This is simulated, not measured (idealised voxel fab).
You're looking at the process module voxel transistor to metal.
The cross-section shown here is cut; it is 180 nm wide and divided into square cells measuring 5 nm on a side.
Cross-section = grid of square cells, listed top down in bands; band = one or more rows.
Read a band's entry like this: the first values are the height of its top and the height of its bottom in nm, and what follows is the sequence of materials from left to right, each with its width in nm. Note that "empty" is empty space, and that a single material marked "all across" reaches across the band from edge to edge.
The level at which height equals 0 is the one under which the wafer, as it arrives, is entirely one material. No lower edge exists for the bottom band, which continues downward and is notated as in "0 -> down".
The notation "30 to 40" denotes a width that varies across the rows of cells in the band, beginning at the first number in the top row, finishing at the second number in the bottom row, and changing by an identical amount from each row to the next.
Where the words "nothing was modified" appear for a step, the cross-section shows no cell changed by that step; every cell remained as before.
The entry titled "Completely enclosed voids" provides the empty spaces that have no open way to the top, restricted to those of 8 cells or more. Each is presented as width x height at distance, the distance being measured from the left edge, with all three in nm.
It should be noted that, on the line of a given step, the content following the step's settings is a remark produced by the simulator itself with respect to that step.
"overlay nm", when on a step's line for a step with a mask, measures how far to the right of its planned place the mask lay; a negative measure means to the left.
Process steps - plan:
1) RECEIVE with material Si
2) CONFORMAL_DEP with material SiO2, thk nm 5
3) CONFORMAL_DEP with material SiN, thk nm 10
4) DIRECTIONAL_DEP with material aC, thk nm 15
5) PATTERN with tone cover, mask id ACTIVE, material resist, width nm 120, thk nm 30, overlay nm 0
6) DIRECTIONAL_ETCH with etch materials aC, depth nm 15
7) STRIP with etch materials resist
8) DIRECTIONAL_ETCH with etch materials SiN, depth nm 10
9) DIRECTIONAL_ETCH with etch materials SiO2, depth nm 5
10) DIRECTIONAL_ETCH with etch materials Si, depth nm 25
11) STRIP with etch materials aC
12) FILL_DEP with material SiO2, thk nm 10
13) CMP with height nm 15
14) SELECTIVE_ETCH with etch materials SiO2, depth nm 10
15) STRIP with etch materials SiN
16) SELECTIVE_ETCH with etch materials SiO2, depth nm 5
17) OXIDIZE with depth nm 5
18) DIRECTIONAL_DEP with material polySi, thk nm 25
19) DIRECTIONAL_DEP with material SiCN, thk nm 15
20) DIRECTIONAL_DEP with material aC, thk nm 15
21) PATTERN with tone cover, mask id GATE, material resist, width nm 30, thk nm 30, overlay nm 0
22) DIRECTIONAL_ETCH with etch materials aC, depth nm 15
23) STRIP with etch materials resist
24) DIRECTIONAL_ETCH with etch materials SiCN, depth nm 25
25) DIRECTIONAL_ETCH with etch materials polySi, depth nm 35
26) STRIP with etch materials aC
27) CONFORMAL_DEP with material SiO2, thk nm 5
28) DIRECTIONAL_ETCH with etch materials SiO2, depth nm 5
29) CONFORMAL_DEP with material SiN, thk nm 5
30) DIRECTIONAL_ETCH with etch materials SiN, depth nm 5
31) DIRECTIONAL_ETCH with etch materials SiO2, depth nm 5
32) EPI with material SiGe, thk nm 5
33) FILL_DEP with material SiO2, thk nm 5
34) CMP with height nm 25
35) STRIP with etch materials polySi
36) SELECTIVE_ETCH with etch materials SiO2, depth nm 5
37) CONFORMAL_DEP with material HfO2, thk nm 5
38) CONFORMAL_DEP with material TiN, thk nm 5
39) FILL_DEP with material W, thk nm 10
40) CMP with height nm 20
41) DIRECTIONAL_DEP with material SiO2, thk nm 15
42) PATTERN with tone open, mask id CONTACT, material resist, width nm 20, pitch nm 80, thk nm 15, overlay nm 0
43) DIRECTIONAL_ETCH with etch materials SiO2, depth nm 35
44) STRIP with etch materials resist
45) CONFORMAL_DEP with material TiN, thk nm 5
46) FILL_DEP with material W, thk nm 5
47) CMP with height nm 35
48) CONFORMAL_DEP with material SiN, thk nm 5
49) DIRECTIONAL_DEP with material lowk, thk nm 20
50) DIRECTIONAL_DEP with material aC, thk nm 15
51) PATTERN with tone open, mask id METAL_1, material resist, width nm 20, pitch nm 80, thk nm 30, overlay nm 0
52) DIRECTIONAL_ETCH with etch materials aC, depth nm 15
53) STRIP with etch materials resist
54) DIRECTIONAL_ETCH with etch materials lowk, depth nm 20
55) DIRECTIONAL_ETCH with etch materials SiN, depth nm 5
56) STRIP with etch materials aC
57) CONFORMAL_DEP with material TiN, thk nm 5
58) FILL_DEP with material Ru, thk nm 5
59) CMP with height nm 60
60) EPI with material Ru, thk nm 5
61) FILL_DEP with material SiCN, thk nm 5
62) DIRECTIONAL_DEP with material lowk, thk nm 35
63) MASKED_ETCH with tone open, mask id METAL_2_HOLES, width nm 15, pitch nm 80, etch materials lowk, depth nm 35, overlay nm 0
64) PATTERN with tone open, mask id METAL_2, material resist, width nm 20, pitch nm 80, thk nm 15, overlay nm 0
65) DIRECTIONAL_ETCH with etch materials lowk, depth nm 20
66) DIRECTIONAL_ETCH with etch materials SiCN, depth nm 5
67) STRIP with etch materials resist
68) CONFORMAL_DEP with material TiN, thk nm 5
69) FILL_DEP with material Cu, thk nm 10
70) CMP with height nm 105
71) CONFORMAL_DEP with material SiCN, thk nm 5
Wafer cross-section on receipt, i.e. after step 1:
    0 -> down  Si all across
    Completely enclosed voids: none
Here's the cross-section of the first of our two wafers at the end of the module - it ran as planned:
    110 -> 105  SiCN all across
    105 -> 90  lowk 40; TiN 5; Cu 10; TiN 5; lowk 60; TiN 5; Cu 10; TiN 5; lowk 40
    90 -> 85  lowk 40; TiN 5; Cu 5; TiN 10; lowk 60; TiN 5; Cu 5; TiN 10; lowk 40
    85 -> 70  lowk 40; TiN 5; Cu 5; TiN 5; lowk 65; TiN 5; Cu 5; TiN 5; lowk 45
    70 -> 65  SiCN 40; TiN 15; SiCN 65; TiN 15; SiCN 45
    65 -> 60  SiCN 35; Ru 30; SiCN 50; Ru 30; SiCN 35
    60 -> 40  lowk 40; TiN 5; Ru 10; TiN 5; lowk 60; TiN 5; Ru 10; TiN 5; lowk 40
    40 -> 35  SiN 40; TiN 20; SiN 60; TiN 20; SiN 40
    35 -> 20  SiO2 40; TiN 5; W 10; TiN 5; SiO2 60; TiN 5; W 10; TiN 5; SiO2 40
    20 -> 5  SiO2 40; TiN 5; W 10; TiN 5; SiO2 5; SiN 5; HfO2 5; TiN 5; W 20; TiN 5; HfO2 5; SiN 5; SiO2 5; TiN 5; W 10; TiN 5; SiO2 40
    5 -> 0  SiO2 40; TiN 20; SiO2 5; SiN 5; HfO2 5; TiN 30; HfO2 5; SiN 5; SiO2 5; TiN 20; SiO2 40
    0 -> -5  SiO2 25; SiGe 40; SiO2 5; HfO2 40; SiO2 5; SiGe 40; SiO2 25
    -5 -> -25  SiO2 30; Si 120; SiO2 30
    -25 -> down  Si all across
    Completely enclosed voids: none
Module end: cross-section of wafer two of two. Same start and process plan as the first wafer. One mistake during execution:
    110 -> 105  SiCN all across
    105 -> 90  lowk 40; TiN 5; Cu 10; TiN 5; lowk 60; TiN 5; Cu 10; TiN 5; lowk 40
    90 -> 85  lowk 40; TiN 5; Cu 5; TiN 10; lowk 60; TiN 5; Cu 5; TiN 10; lowk 40
    85 -> 70  lowk 40; TiN 5; Cu 5; TiN 5; lowk 65; TiN 5; Cu 5; TiN 5; lowk 45
    70 -> 65  SiCN 40; TiN 15; SiCN 65; TiN 15; SiCN 45
    65 -> 60  SiCN 35; Ru 30; SiCN 50; Ru 30; SiCN 35
    60 -> 55  SiN 40; TiN 20; SiN 60; TiN 20; SiN 40
    55 -> 35  lowk all across
    35 -> 20  SiO2 40; TiN 5; W 10; TiN 5; SiO2 60; TiN 5; W 10; TiN 5; SiO2 40
    20 -> 5  SiO2 40; TiN 5; W 10; TiN 5; SiO2 5; SiN 5; HfO2 5; TiN 5; W 20; TiN 5; HfO2 5; SiN 5; SiO2 5; TiN 5; W 10; TiN 5; SiO2 40
    5 -> 0  SiO2 40; TiN 20; SiO2 5; SiN 5; HfO2 5; TiN 30; HfO2 5; SiN 5; SiO2 5; TiN 20; SiO2 40
    0 -> -5  SiO2 25; SiGe 40; SiO2 5; HfO2 40; SiO2 5; SiGe 40; SiO2 25
    -5 -> -25  SiO2 30; Si 120; SiO2 30
    -25 -> down  Si all across
    Completely enclosed voids: none
In executing the process, a mistake was made relative to the plan: step 48 ran in the slot meant for step 49, and vice versa
Final difference in cells, second wafer against first, listed per material as more or fewer: Ru -16, TiN -16, lowk +32
